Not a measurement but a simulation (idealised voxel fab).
process module | voxel wiring stack
cross-section cut | 170 nm wide | cells 5 nm
A cross-section is a grid of square cells, given in bands from the top down. A band is one or more rows of cells.
Each band's line starts with the height of the band's top and of its bottom, in nm. Then come its materials from left to right, each with its width in nm. One material with "throughout" fills the band from edge to edge. "air" is empty space.
Height 0 is the level under which the wafer as received is all one material. The lowest band goes on downwards, as in "0 down".
A width such as "30 to 40" changes by the same amount from each row of cells to the next, from the band's top row to its bottom row.
"no change" after a step means that no cell of the cross-section changed.
closed voids: empty space of 8 cells or more with no open way to the top, each as width x height at its distance from the left edge, in nm
after a step's settings: what the simulator itself notes on the step
overlay nm, on a step with a mask: how far to the right of its planned place the mask lay; to the left if negative
plan
1 op RECEIVE | material Si
2 op CONFORMAL_DEP | material SiO2 | thk nm 15
3 op DIRECTIONAL_DEP | material TiN | thk nm 5
4 op DIRECTIONAL_DEP | material W | thk nm 20
5 op PATTERN | tone cover | mask id METAL_1 | material resist | width nm 20 | pitch nm 45 | thk nm 20 | overlay nm 0
6 op DIRECTIONAL_ETCH | etch materials W | depth nm 20
7 op DIRECTIONAL_ETCH | etch materials TiN | depth nm 5
8 op STRIP | etch materials resist
9 op CONFORMAL_DEP | material SiCN | thk nm 5
10 op FILL_DEP | material lowk | thk nm 10
11 op CMP | height nm 40
12 op CONFORMAL_DEP | material SiCN | thk nm 5
13 op DIRECTIONAL_DEP | material lowk | thk nm 10
14 op DIRECTIONAL_DEP | material aC | thk nm 10
15 op PATTERN | tone open | mask id PLUG_1 | material resist | width nm 15 | pitch nm 45 | thk nm 30 | overlay nm 0
16 op DIRECTIONAL_ETCH | etch materials aC | depth nm 10
17 op STRIP | etch materials resist
18 op DIRECTIONAL_ETCH | etch materials lowk | depth nm 10
19 op DIRECTIONAL_ETCH | etch materials SiCN | depth nm 5
20 op STRIP | etch materials aC
21 op EPI | material Ru | thk nm 10
22 op EPI | material Ru | thk nm 5
23 op CONFORMAL_DEP | material SiCN | thk nm 5
24 op DIRECTIONAL_DEP | material SiO2 | thk nm 25
25 op DIRECTIONAL_DEP | material aC | thk nm 15
26 op PATTERN | tone open | mask id METAL_2 | material resist | width nm 20 | pitch nm 45 | thk nm 30 | overlay nm 0
27 op DIRECTIONAL_ETCH | etch materials aC | depth nm 15
28 op STRIP | etch materials resist
29 op DIRECTIONAL_ETCH | etch materials SiO2 | depth nm 25
30 op DIRECTIONAL_ETCH | etch materials SiCN | depth nm 5
31 op STRIP | etch materials aC
32 op CONFORMAL_DEP | material TiN | thk nm 5
33 op FILL_DEP | material Cu | thk nm 10
34 op CMP | height nm 85
35 op CONFORMAL_DEP | material SiCN | thk nm 5
36 op DIRECTIONAL_DEP | material SiO2 | thk nm 30
37 op MASKED_ETCH | tone open | mask id METAL_3_HOLES | width nm 15 | pitch nm 45 | etch materials SiO2 | depth nm 30 | overlay nm 0
38 op MASKED_ETCH | tone open | mask id METAL_3 | width nm 20 | pitch nm 45 | etch materials SiO2 | depth nm 20 | overlay nm 0
39 op MASKED_ETCH | tone open | mask id METAL_3 | width nm 20 | pitch nm 45 | etch materials SiCN | depth nm 5 | overlay nm 0
40 op CONFORMAL_DEP | material TiN | thk nm 5
41 op FILL_DEP | material Ru | thk nm 5
42 op CMP | height nm 120
43 op CONFORMAL_DEP | material SiCN | thk nm 5
44 op DIRECTIONAL_DEP | material SiO2 | thk nm 30
45 op MASKED_ETCH | tone open | mask id METAL_4_HOLES | width nm 15 | pitch nm 90 | etch materials SiO2 | depth nm 30 | overlay nm 0
46 op MASKED_ETCH | tone open | mask id METAL_4 | width nm 20 | pitch nm 45 | etch materials SiO2 | depth nm 20 | overlay nm 0
47 op MASKED_ETCH | tone open | mask id METAL_4 | width nm 20 | pitch nm 45 | etch materials SiCN | depth nm 5 | overlay nm 0
48 op CONFORMAL_DEP | material TiN | thk nm 5
49 op FILL_DEP | material Ru | thk nm 5
50 op CMP | height nm 155
51 op CONFORMAL_DEP | material SiN | thk nm 5
as received, after step 1
  0 down: Si throughout
  closed voids: none
a wafer at the end: this start, this plan, one mistake
  160 to 155: SiN throughout
  155 to 140: SiO2 30 | TiN 5 | Ru 10 | TiN 5 | SiO2 25 | TiN 5 | Ru 10 | TiN 5 | SiO2 25 | TiN 5 | Ru 10 | TiN 5 | SiO2 30
  140 to 135: SiO2 30 | TiN 5 | Ru 5 | TiN 10 | SiO2 25 | TiN 20 | SiO2 25 | TiN 5 | Ru 5 | TiN 10 | SiO2 30
  135 to 125: SiO2 30 | TiN 5 | Ru 5 | TiN 5 | SiO2 75 | TiN 5 | Ru 5 | TiN 5 | SiO2 35
  125 to 120: SiCN 30 | TiN 15 | SiCN 75 | TiN 15 | SiCN 35
  120 to 105: SiO2 30 | TiN 5 | Ru 10 | TiN 5 | SiO2 25 | TiN 5 | Ru 10 | TiN 5 | SiO2 25 | TiN 5 | Ru 10 | TiN 5 | SiO2 30
  105 to 100: SiO2 30 | TiN 5 | Ru 5 | TiN 10 | SiO2 25 | TiN 5 | Ru 5 | TiN 10 | SiO2 25 | TiN 5 | Ru 5 | TiN 10 | SiO2 30
  100 to 90: SiO2 30 | TiN 5 | Ru 5 | TiN 5 | SiO2 30 | TiN 5 | Ru 5 | TiN 5 | SiO2 30 | TiN 5 | Ru 5 | TiN 5 | SiO2 35
  90 to 85: SiCN 30 | TiN 15 | SiCN 30 | TiN 15 | SiCN 30 | TiN 15 | SiCN 35
  85 to 60: Cu 25 | TiN 5 | SiO2 20 | TiN 5 | Cu 15 | TiN 5 | SiO2 20 | TiN 5 | Cu 15 | TiN 5 | SiO2 20 | TiN 5 | Cu 25
  60 to 55: TiN 30 | SiCN 20 | TiN 25 | SiCN 20 | TiN 25 | SiCN 20 | TiN 30
  55 to 45: lowk 30 | Ru 15 | lowk 30 | Ru 15 | lowk 30 | Ru 15 | lowk 35
  45 to 40: SiCN 30 | Ru 15 | SiCN 30 | Ru 15 | SiCN 30 | Ru 15 | SiCN 35
  40 to 20: lowk 25 | SiCN 5 | W 20 | SiCN 5 | lowk 15 | SiCN 5 | W 20 | SiCN 5 | lowk 15 | SiCN 5 | W 20 | SiCN 5 | lowk 25
  20 to 15: SiCN 30 | TiN 20 | SiCN 25 | TiN 20 | SiCN 25 | TiN 20 | SiCN 30
  15 to 0: SiO2 throughout
  0 down: Si throughout
  closed voids: none
what went wrong: step 26 ran as: op PATTERN | tone cover | mask id METAL_2 | material resist | width nm 20 | pitch nm 45 | thk nm 30 | overlay nm 0
